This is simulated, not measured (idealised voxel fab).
voxel wiring stack: a process module
This is section cut - it's 195 nm across, gridded in 5 nm square cells.
Just so we're on the same page, the cross-sections are grids of square cells, and they're listed out in bands top to bottom, each band one or more rows deep. A band entry consists of two parts. The first gives the height of the band's top and the height of its bottom, in nm. The rest lists the band's materials from left to right, each with its width in nm. A single material labelled with the word "throughout" fills the band from edge to edge, and the word "blank" marks empty space. Height 0 is the level under which the wafer as received is all one material. The lowest band goes on downwards, as in "top 0, no bottom". It should be noted that a width expressed as "30 to 40" varies in equal increments from row to row of cells within the band, taking the value of the first number at the top row and that of the second number at the bottom row. A step reported as "changes: none" is a step in which no cell of the cross-section changed. Empty spaces without an open route to the top, at least 8 cells in extent, make up the entry "Enclosed void entries"; each is given as width x height at distance, where the distance is measured from the left edge, and all are in nm. It should be noted that, on the line of a given step, the content following the step's settings is a remark produced by the simulator itself with respect to that step. overlay nm: on a step with a mask, how far right of its planned place the mask lay; negative means left.

-- List of planned process steps
| 1 | RECEIVE (material Si) |
| 2 | CONFORMAL_DEP (material SiO2; thk nm 15) |
| 3 | CONFORMAL_DEP (material SiN; thk nm 5) |
| 4 | DIRECTIONAL_DEP (material lowk; thk nm 15) |
| 5 | PATTERN (tone open; mask id METAL_1; material resist; width nm 30; pitch nm 45; thk nm 15; overlay nm 0) |
| 6 | DIRECTIONAL_ETCH (etch materials lowk; depth nm 15) |
| 7 | DIRECTIONAL_ETCH (etch materials SiN; depth nm 5) |
| 8 | STRIP (etch materials resist) |
| 9 | CONFORMAL_DEP (material TiN; thk nm 5) |
| 10 | FILL_DEP (material Cu; thk nm 10) |
| 11 | CMP (height nm 35) |
| 12 | EPI (material Ru; thk nm 5) |
| 13 | FILL_DEP (material SiCN; thk nm 5) |
| 14 | DIRECTIONAL_DEP (material lowk; thk nm 15) |
| 15 | PATTERN (tone open; mask id PLUG_1; material resist; width nm 15; pitch nm 45; thk nm 15; overlay nm 0) |
| 16 | DIRECTIONAL_ETCH (etch materials lowk; depth nm 15) |
| 17 | DIRECTIONAL_ETCH (etch materials SiCN; depth nm 5) |
| 18 | STRIP (etch materials resist) |
| 19 | EPI (material Ru; thk nm 10) |
| 20 | EPI (material Ru; thk nm 10) |
| 21 | DIRECTIONAL_DEP (material TiN; thk nm 5) |
| 22 | DIRECTIONAL_DEP (material Ru; thk nm 20) |
| 23 | MASKED_ETCH (tone cover; mask id METAL_2; width nm 30; pitch nm 45; etch materials Ru; depth nm 20; overlay nm 0) |
| 24 | MASKED_ETCH (tone cover; mask id METAL_2; width nm 30; pitch nm 45; etch materials TiN; depth nm 5; overlay nm 0) |
| 25 | FILL_DEP (material SiO2; thk nm 5) |
| 26 | CMP (height nm 85) |
| 27 | CONFORMAL_DEP (material SiCN; thk nm 5) |
| 28 | DIRECTIONAL_DEP (material SiO2; thk nm 30) |
| 29 | PATTERN (tone open; mask id METAL_3; material resist; width nm 30; pitch nm 45; thk nm 15; overlay nm 0) |
| 30 | DIRECTIONAL_ETCH (etch materials SiO2; depth nm 20) |
| 31 | STRIP (etch materials resist) |
| 32 | PATTERN (tone open; mask id METAL_3_HOLES; material resist; width nm 15; pitch nm 90; thk nm 15; overlay nm 0) |
| 33 | DIRECTIONAL_ETCH (etch materials SiO2; depth nm 10) |
| 34 | DIRECTIONAL_ETCH (etch materials SiCN; depth nm 5) |
| 35 | STRIP (etch materials resist) |
| 36 | CONFORMAL_DEP (material TiN; thk nm 5) |
| 37 | FILL_DEP (material Cu; thk nm 10) |
| 38 | CMP (height nm 120) |
| 39 | CONFORMAL_DEP (material SiCN; thk nm 5) |

-- Below: the first of two wafers, run as planned

-- Incoming wafer, cross-sectional view, post step 1
    top 0, no bottom | Si throughout
    Enclosed void entries: none

-- Once step 2 is through, the wafer looks like this in cross-section
    top 15, bottom 0 | SiO2 throughout
    Lower than 0, everything is as it was.

-- Once step 3 is through, the wafer looks like this in cross-section
    top 20, bottom 15 | SiN throughout
    Lower than 15, everything is as it was.

-- Once step 4 is through, the wafer looks like this in cross-section
    top 35, bottom 20 | lowk throughout
    Lower than 20, everything is as it was.

-- Once step 5 is through, the wafer looks like this in cross-section
    top 50, bottom 35 | resist 15 nm | blank 30 nm | resist 15 nm | blank 30 nm | resist 15 nm | blank 30 nm | resist 15 nm | blank 30 nm | resist 15 nm
    Lower than 35, everything is as it was.

-- Once step 6 is through, the wafer looks like this in cross-section
    top 50, bottom 35 | resist 15 nm | blank 30 nm | resist 15 nm | blank 30 nm | resist 15 nm | blank 30 nm | resist 15 nm | blank 30 nm | resist 15 nm
    top 35, bottom 20 | lowk 15 nm | blank 30 nm | lowk 15 nm | blank 30 nm | lowk 15 nm | blank 30 nm | lowk 15 nm | blank 30 nm | lowk 15 nm
    Lower than 20, everything is as it was.

-- Once step 7 is through, the wafer looks like this in cross-section
    top 50, bottom 35 | resist 15 nm | blank 30 nm | resist 15 nm | blank 30 nm | resist 15 nm | blank 30 nm | resist 15 nm | blank 30 nm | resist 15 nm
    top 35, bottom 20 | lowk 15 nm | blank 30 nm | lowk 15 nm | blank 30 nm | lowk 15 nm | blank 30 nm | lowk 15 nm | blank 30 nm | lowk 15 nm
    top 20, bottom 15 | SiN 15 nm | blank 30 nm | SiN 15 nm | blank 30 nm | SiN 15 nm | blank 30 nm | SiN 15 nm | blank 30 nm | SiN 15 nm
    Lower than 15, everything is as it was.

-- Once step 8 is through, the wafer looks like this in cross-section
    top 35, bottom 20 | lowk 15 nm | blank 30 nm | lowk 15 nm | blank 30 nm | lowk 15 nm | blank 30 nm | lowk 15 nm | blank 30 nm | lowk 15 nm
    Lower than 20, everything is as it was.

-- Once step 9 is through, the wafer looks like this in cross-section
    top 40, bottom 35 | TiN 20 nm | blank 20 nm | TiN 25 nm | blank 20 nm | TiN 25 nm | blank 20 nm | TiN 25 nm | blank 20 nm | TiN 20 nm
    top 35, bottom 20 | lowk 15 nm | TiN 5 nm | blank 20 nm | TiN 5 nm | lowk 15 nm | TiN 5 nm | blank 20 nm | TiN 5 nm | lowk 15 nm | TiN 5 nm | blank 20 nm | TiN 5 nm | lowk 15 nm | TiN 5 nm | blank 20 nm | TiN 5 nm | lowk 15 nm
    top 20, bottom 15 | SiN 15 nm | TiN 30 nm | SiN 15 nm | TiN 30 nm | SiN 15 nm | TiN 30 nm | SiN 15 nm | TiN 30 nm | SiN 15 nm
    Lower than 15, everything is as it was.

-- Once step 10 is through, the wafer looks like this in cross-section
    top 50, bottom 40 | Cu throughout
    top 40, bottom 35 | TiN 20 nm | Cu 20 nm | TiN 25 nm | Cu 20 nm | TiN 25 nm | Cu 20 nm | TiN 25 nm | Cu 20 nm | TiN 20 nm
    top 35, bottom 20 | lowk 15 nm | TiN 5 nm | Cu 20 nm | TiN 5 nm | lowk 15 nm | TiN 5 nm | Cu 20 nm | TiN 5 nm | lowk 15 nm | TiN 5 nm | Cu 20 nm | TiN 5 nm | lowk 15 nm | TiN 5 nm | Cu 20 nm | TiN 5 nm | lowk 15 nm
    Lower than 20, everything is as it was.

-- Once step 11 is through, the wafer looks like this in cross-section
    top 35, bottom 20 | lowk 15 nm | TiN 5 nm | Cu 20 nm | TiN 5 nm | lowk 15 nm | TiN 5 nm | Cu 20 nm | TiN 5 nm | lowk 15 nm | TiN 5 nm | Cu 20 nm | TiN 5 nm | lowk 15 nm | TiN 5 nm | Cu 20 nm | TiN 5 nm | lowk 15 nm
    Lower than 20, everything is as it was.

-- Once step 12 is through, the wafer looks like this in cross-section
    top 40, bottom 35 | blank 10 nm | Ru 40 nm | blank 5 nm | Ru 40 nm | blank 5 nm | Ru 40 nm | blank 5 nm | Ru 40 nm | blank 10 nm
    Lower than 35, everything is as it was.

-- Once step 13 is through, the wafer looks like this in cross-section
    top 45, bottom 40 | SiCN throughout
    top 40, bottom 35 | SiCN 10 nm | Ru 40 nm | SiCN 5 nm | Ru 40 nm | SiCN 5 nm | Ru 40 nm | SiCN 5 nm | Ru 40 nm | SiCN 10 nm
    Lower than 35, everything is as it was.

-- Once step 14 is through, the wafer looks like this in cross-section
    top 60, bottom 45 | lowk throughout
    Lower than 45, everything is as it was.

-- Once step 15 is through, the wafer looks like this in cross-section
    top 75, bottom 60 | resist 15 nm | blank 15 nm | resist 30 nm | blank 15 nm | resist 30 nm | blank 15 nm | resist 30 nm | blank 15 nm | resist 30 nm
    Lower than 60, everything is as it was.

-- Once step 16 is through, the wafer looks like this in cross-section
    top 75, bottom 60 | resist 15 nm | blank 15 nm | resist 30 nm | blank 15 nm | resist 30 nm | blank 15 nm | resist 30 nm | blank 15 nm | resist 30 nm
    top 60, bottom 45 | lowk 15 nm | blank 15 nm | lowk 30 nm | blank 15 nm | lowk 30 nm | blank 15 nm | lowk 30 nm | blank 15 nm | lowk 30 nm
    Lower than 45, everything is as it was.

-- Once step 17 is through, the wafer looks like this in cross-section
    top 75, bottom 60 | resist 15 nm | blank 15 nm | resist 30 nm | blank 15 nm | resist 30 nm | blank 15 nm | resist 30 nm | blank 15 nm | resist 30 nm
    top 60, bottom 45 | lowk 15 nm | blank 15 nm | lowk 30 nm | blank 15 nm | lowk 30 nm | blank 15 nm | lowk 30 nm | blank 15 nm | lowk 30 nm
    top 45, bottom 40 | SiCN 15 nm | blank 15 nm | SiCN 30 nm | blank 15 nm | SiCN 30 nm | blank 15 nm | SiCN 30 nm | blank 15 nm | SiCN 30 nm
    Lower than 40, everything is as it was.

-- Once step 18 is through, the wafer looks like this in cross-section
    top 60, bottom 45 | lowk 15 nm | blank 15 nm | lowk 30 nm | blank 15 nm | lowk 30 nm | blank 15 nm | lowk 30 nm | blank 15 nm | lowk 30 nm
    Lower than 45, everything is as it was.

-- Once step 19 is through, the wafer looks like this in cross-section
    top 60, bottom 50 | lowk 15 nm | blank 15 nm | lowk 30 nm | blank 15 nm | lowk 30 nm | blank 15 nm | lowk 30 nm | blank 15 nm | lowk 30 nm
    top 50, bottom 45 | lowk 15 nm | Ru 15 nm | lowk 30 nm | Ru 15 nm | lowk 30 nm | Ru 15 nm | lowk 30 nm | Ru 15 nm | lowk 30 nm
    top 45, bottom 35 | SiCN 15 to 10 nm | Ru 15 to 40 nm | SiCN 30 to 5 nm | Ru 15 to 40 nm | SiCN 30 to 5 nm | Ru 15 to 40 nm | SiCN 30 to 5 nm | Ru 15 to 40 nm | SiCN 30 to 10 nm
    Lower than 35, everything is as it was.

-- Once step 20 is through, the wafer looks like this in cross-section
    top 60, bottom 45 | lowk 15 nm | Ru 15 nm | lowk 30 nm | Ru 15 nm | lowk 30 nm | Ru 15 nm | lowk 30 nm | Ru 15 nm | lowk 30 nm
    Lower than 45, everything is as it was.

-- Once step 21 is through, the wafer looks like this in cross-section
    top 65, bottom 60 | TiN throughout
    Lower than 60, everything is as it was.

-- Once step 22 is through, the wafer looks like this in cross-section
    top 85, bottom 65 | Ru throughout
    Lower than 65, everything is as it was.

-- Once step 23 is through, the wafer looks like this in cross-section
    top 85, bottom 65 | blank 15 nm | Ru 30 nm | blank 15 nm | Ru 30 nm | blank 15 nm | Ru 30 nm | blank 15 nm | Ru 30 nm | blank 15 nm
    Lower than 65, everything is as it was.

-- Once step 24 is through, the wafer looks like this in cross-section
    top 85, bottom 65 | blank 15 nm | Ru 30 nm | blank 15 nm | Ru 30 nm | blank 15 nm | Ru 30 nm | blank 15 nm | Ru 30 nm | blank 15 nm
    top 65, bottom 60 | blank 15 nm | TiN 30 nm | blank 15 nm | TiN 30 nm | blank 15 nm | TiN 30 nm | blank 15 nm | TiN 30 nm | blank 15 nm
    Lower than 60, everything is as it was.

-- Once step 25 is through, the wafer looks like this in cross-section
    top 90, bottom 85 | SiO2 throughout
    top 85, bottom 65 | SiO2 15 nm | Ru 30 nm | SiO2 15 nm | Ru 30 nm | SiO2 15 nm | Ru 30 nm | SiO2 15 nm | Ru 30 nm | SiO2 15 nm
    top 65, bottom 60 | SiO2 15 nm | TiN 30 nm | SiO2 15 nm | TiN 30 nm | SiO2 15 nm | TiN 30 nm | SiO2 15 nm | TiN 30 nm | SiO2 15 nm
    Lower than 60, everything is as it was.

-- Once step 26 is through, the wafer looks like this in cross-section
    top 85, bottom 65 | SiO2 15 nm | Ru 30 nm | SiO2 15 nm | Ru 30 nm | SiO2 15 nm | Ru 30 nm | SiO2 15 nm | Ru 30 nm | SiO2 15 nm
    Lower than 65, everything is as it was.

-- Once step 27 is through, the wafer looks like this in cross-section
    top 90, bottom 85 | SiCN throughout
    Lower than 85, everything is as it was.

-- Once step 28 is through, the wafer looks like this in cross-section
    top 120, bottom 90 | SiO2 throughout
    Lower than 90, everything is as it was.

-- Once step 29 is through, the wafer looks like this in cross-section
    top 135, bottom 120 | resist 15 nm | blank 30 nm | resist 15 nm | blank 30 nm | resist 15 nm | blank 30 nm | resist 15 nm | blank 30 nm | resist 15 nm
    Lower than 120, everything is as it was.

-- Once step 30 is through, the wafer looks like this in cross-section
    top 135, bottom 120 | resist 15 nm | blank 30 nm | resist 15 nm | blank 30 nm | resist 15 nm | blank 30 nm | resist 15 nm | blank 30 nm | resist 15 nm
    top 120, bottom 100 | SiO2 15 nm | blank 30 nm | SiO2 15 nm | blank 30 nm | SiO2 15 nm | blank 30 nm | SiO2 15 nm | blank 30 nm | SiO2 15 nm
    Lower than 100, everything is as it was.

-- Once step 31 is through, the wafer looks like this in cross-section
    top 120, bottom 100 | SiO2 15 nm | blank 30 nm | SiO2 15 nm | blank 30 nm | SiO2 15 nm | blank 30 nm | SiO2 15 nm | blank 30 nm | SiO2 15 nm
    Lower than 100, everything is as it was.

-- Once step 32 is through, the wafer looks like this in cross-section
    top 135, bottom 120 | resist 15 nm | blank 15 nm | resist 75 nm | blank 15 nm | resist 75 nm
    top 120, bottom 100 | SiO2 15 nm | blank 15 nm | resist 15 nm | SiO2 15 nm | resist 30 nm | SiO2 15 nm | blank 15 nm | resist 15 nm | SiO2 15 nm | resist 30 nm | SiO2 15 nm
    Lower than 100, everything is as it was.

-- Once step 33 is through, the wafer looks like this in cross-section
    top 135, bottom 120 | resist 15 nm | blank 15 nm | resist 75 nm | blank 15 nm | resist 75 nm
    top 120, bottom 100 | SiO2 15 nm | blank 15 nm | resist 15 nm | SiO2 15 nm | resist 30 nm | SiO2 15 nm | blank 15 nm | resist 15 nm | SiO2 15 nm | resist 30 nm | SiO2 15 nm
    top 100, bottom 90 | SiO2 15 nm | blank 15 nm | SiO2 75 nm | blank 15 nm | SiO2 75 nm
    Lower than 90, everything is as it was.

-- Once step 34 is through, the wafer looks like this in cross-section
    top 135, bottom 120 | resist 15 nm | blank 15 nm | resist 75 nm | blank 15 nm | resist 75 nm
    top 120, bottom 100 | SiO2 15 nm | blank 15 nm | resist 15 nm | SiO2 15 nm | resist 30 nm | SiO2 15 nm | blank 15 nm | resist 15 nm | SiO2 15 nm | resist 30 nm | SiO2 15 nm
    top 100, bottom 90 | SiO2 15 nm | blank 15 nm | SiO2 75 nm | blank 15 nm | SiO2 75 nm
    top 90, bottom 85 | SiCN 15 nm | blank 15 nm | SiCN 75 nm | blank 15 nm | SiCN 75 nm
    Lower than 85, everything is as it was.

-- Once step 35 is through, the wafer looks like this in cross-section
    top 120, bottom 100 | SiO2 15 nm | blank 30 nm | SiO2 15 nm | blank 30 nm | SiO2 15 nm | blank 30 nm | SiO2 15 nm | blank 30 nm | SiO2 15 nm
    Lower than 100, everything is as it was.

-- Once step 36 is through, the wafer looks like this in cross-section
    top 125, bottom 120 | TiN 20 nm | blank 20 nm | TiN 25 nm | blank 20 nm | TiN 25 nm | blank 20 nm | TiN 25 nm | blank 20 nm | TiN 20 nm
    top 120, bottom 105 | SiO2 15 nm | TiN 5 nm | blank 20 nm | TiN 5 nm | SiO2 15 nm | TiN 5 nm | blank 20 nm | TiN 5 nm | SiO2 15 nm | TiN 5 nm | blank 20 nm | TiN 5 nm | SiO2 15 nm | TiN 5 nm | blank 20 nm | TiN 5 nm | SiO2 15 nm
    top 105, bottom 100 | SiO2 15 nm | TiN 5 nm | blank 5 nm | TiN 20 nm | SiO2 15 nm | TiN 30 nm | SiO2 15 nm | TiN 5 nm | blank 5 nm | TiN 20 nm | SiO2 15 nm | TiN 30 nm | SiO2 15 nm
    top 100, bottom 90 | SiO2 15 nm | TiN 5 nm | blank 5 nm | TiN 5 nm | SiO2 75 nm | TiN 5 nm | blank 5 nm | TiN 5 nm | SiO2 75 nm
    top 90, bottom 85 | SiCN 15 nm | TiN 15 nm | SiCN 75 nm | TiN 15 nm | SiCN 75 nm
    Lower than 85, everything is as it was.

-- Once step 37 is through, the wafer looks like this in cross-section
    top 135, bottom 125 | Cu throughout
    top 125, bottom 120 | TiN 20 nm | Cu 20 nm | TiN 25 nm | Cu 20 nm | TiN 25 nm | Cu 20 nm | TiN 25 nm | Cu 20 nm | TiN 20 nm
    top 120, bottom 105 | SiO2 15 nm | TiN 5 nm | Cu 20 nm | TiN 5 nm | SiO2 15 nm | TiN 5 nm | Cu 20 nm | TiN 5 nm | SiO2 15 nm | TiN 5 nm | Cu 20 nm | TiN 5 nm | SiO2 15 nm | TiN 5 nm | Cu 20 nm | TiN 5 nm | SiO2 15 nm
    top 105, bottom 100 | SiO2 15 nm | TiN 5 nm | Cu 5 nm | TiN 20 nm | SiO2 15 nm | TiN 30 nm | SiO2 15 nm | TiN 5 nm | Cu 5 nm | TiN 20 nm | SiO2 15 nm | TiN 30 nm | SiO2 15 nm
    top 100, bottom 90 | SiO2 15 nm | TiN 5 nm | Cu 5 nm | TiN 5 nm | SiO2 75 nm | TiN 5 nm | Cu 5 nm | TiN 5 nm | SiO2 75 nm
    Lower than 90, everything is as it was.

-- Once step 38 is through, the wafer looks like this in cross-section
    top 120, bottom 105 | SiO2 15 nm | TiN 5 nm | Cu 20 nm | TiN 5 nm | SiO2 15 nm | TiN 5 nm | Cu 20 nm | TiN 5 nm | SiO2 15 nm | TiN 5 nm | Cu 20 nm | TiN 5 nm | SiO2 15 nm | TiN 5 nm | Cu 20 nm | TiN 5 nm | SiO2 15 nm
    Lower than 105, everything is as it was.

-- Once step 39 is through, the wafer looks like this in cross-section
    top 125, bottom 120 | SiCN throughout
    Lower than 120, everything is as it was.

-- What follows concerns the second wafer, which started out like the first and was meant to follow the very same plan; one mistake crept in when it was run, but everything up to and including step 31 is the same as for the first wafer

-- when step 32 should have ended
    top 135, bottom 120 | blank 15 nm | resist 15 nm | blank 75 nm | resist 15 nm | blank 75 nm
    top 120, bottom 100 | SiO2 15 nm | resist 15 nm | blank 15 nm | SiO2 15 nm | blank 30 nm | SiO2 15 nm | resist 15 nm | blank 15 nm | SiO2 15 nm | blank 30 nm | SiO2 15 nm
    Lower than 100, everything is as it was.

-- when step 33 should have ended
    top 135, bottom 110 | blank 15 nm | resist 15 nm | blank 75 nm | resist 15 nm | blank 75 nm
    top 110, bottom 100 | SiO2 15 nm | resist 15 nm | blank 15 nm | SiO2 15 nm | blank 30 nm | SiO2 15 nm | resist 15 nm | blank 15 nm | SiO2 15 nm | blank 30 nm | SiO2 15 nm
    top 100, bottom 90 | SiO2 30 nm | blank 15 nm | SiO2 15 nm | blank 30 nm | SiO2 30 nm | blank 15 nm | SiO2 15 nm | blank 30 nm | SiO2 15 nm
    Lower than 90, everything is as it was.

-- when step 34 should have ended
    top 135, bottom 110 | blank 15 nm | resist 15 nm | blank 75 nm | resist 15 nm | blank 75 nm
    top 110, bottom 100 | SiO2 15 nm | resist 15 nm | blank 15 nm | SiO2 15 nm | blank 30 nm | SiO2 15 nm | resist 15 nm | blank 15 nm | SiO2 15 nm | blank 30 nm | SiO2 15 nm
    top 100, bottom 90 | SiO2 30 nm | blank 15 nm | SiO2 15 nm | blank 30 nm | SiO2 30 nm | blank 15 nm | SiO2 15 nm | blank 30 nm | SiO2 15 nm
    top 90, bottom 85 | SiCN 30 nm | blank 15 nm | SiCN 15 nm | blank 30 nm | SiCN 30 nm | blank 15 nm | SiCN 15 nm | blank 30 nm | SiCN 15 nm
    Lower than 85, everything is as it was.

-- when step 35 should have ended
    top 110, bottom 100 | SiO2 15 nm | blank 30 nm | SiO2 15 nm | blank 30 nm | SiO2 15 nm | blank 30 nm | SiO2 15 nm | blank 30 nm | SiO2 15 nm
    Lower than 100, everything is as it was.

-- when step 36 should have ended
    top 115, bottom 110 | TiN 20 nm | blank 20 nm | TiN 25 nm | blank 20 nm | TiN 25 nm | blank 20 nm | TiN 25 nm | blank 20 nm | TiN 20 nm
    top 110, bottom 100 | SiO2 15 nm | TiN 5 to 20 nm | blank 20 to 5 nm | TiN 5 nm | SiO2 15 nm | TiN 5 nm | blank 20 nm | TiN 5 nm | SiO2 15 nm | TiN 5 to 20 nm | blank 20 to 5 nm | TiN 5 nm | SiO2 15 nm | TiN 5 nm | blank 20 nm | TiN 5 nm | SiO2 15 nm
    top 100, bottom 90 | SiO2 30 nm | TiN 5 nm | blank 5 nm | TiN 5 nm | SiO2 15 nm | TiN 5 nm | blank 20 nm | TiN 5 nm | SiO2 30 nm | TiN 5 nm | blank 5 nm | TiN 5 nm | SiO2 15 nm | TiN 5 nm | blank 20 nm | TiN 5 nm | SiO2 15 nm
    top 90, bottom 85 | SiCN 30 nm | TiN 15 nm | SiCN 15 nm | TiN 30 nm | SiCN 30 nm | TiN 15 nm | SiCN 15 nm | TiN 30 nm | SiCN 15 nm
    Lower than 85, everything is as it was.

-- when step 37 should have ended
    top 125, bottom 115 | Cu throughout
    top 115, bottom 110 | TiN 20 nm | Cu 20 nm | TiN 25 nm | Cu 20 nm | TiN 25 nm | Cu 20 nm | TiN 25 nm | Cu 20 nm | TiN 20 nm
    top 110, bottom 100 | SiO2 15 nm | TiN 5 to 20 nm | Cu 20 to 5 nm | TiN 5 nm | SiO2 15 nm | TiN 5 nm | Cu 20 nm | TiN 5 nm | SiO2 15 nm | TiN 5 to 20 nm | Cu 20 to 5 nm | TiN 5 nm | SiO2 15 nm | TiN 5 nm | Cu 20 nm | TiN 5 nm | SiO2 15 nm
    top 100, bottom 90 | SiO2 30 nm | TiN 5 nm | Cu 5 nm | TiN 5 nm | SiO2 15 nm | TiN 5 nm | Cu 20 nm | TiN 5 nm | SiO2 30 nm | TiN 5 nm | Cu 5 nm | TiN 5 nm | SiO2 15 nm | TiN 5 nm | Cu 20 nm | TiN 5 nm | SiO2 15 nm
    Lower than 90, everything is as it was.

-- when step 38 should have ended
    top 120, bottom 115 | Cu throughout
    Lower than 115, everything is as it was.

-- when step 39 should have ended
    top 125, bottom 120 | SiCN throughout
    Lower than 120, everything is as it was.
The plan and the run diverged here: step 32, actual vs plan mismatch, actual run PATTERN (tone cover; mask id METAL_3_HOLES; material resist; width nm 15; pitch nm 90; thk nm 15; overlay nm 0)
At the finish, the second wafer shows more or fewer cells for some materials than the first does: Cu +47 | SiCN -12 | SiO2 -54 | TiN +19
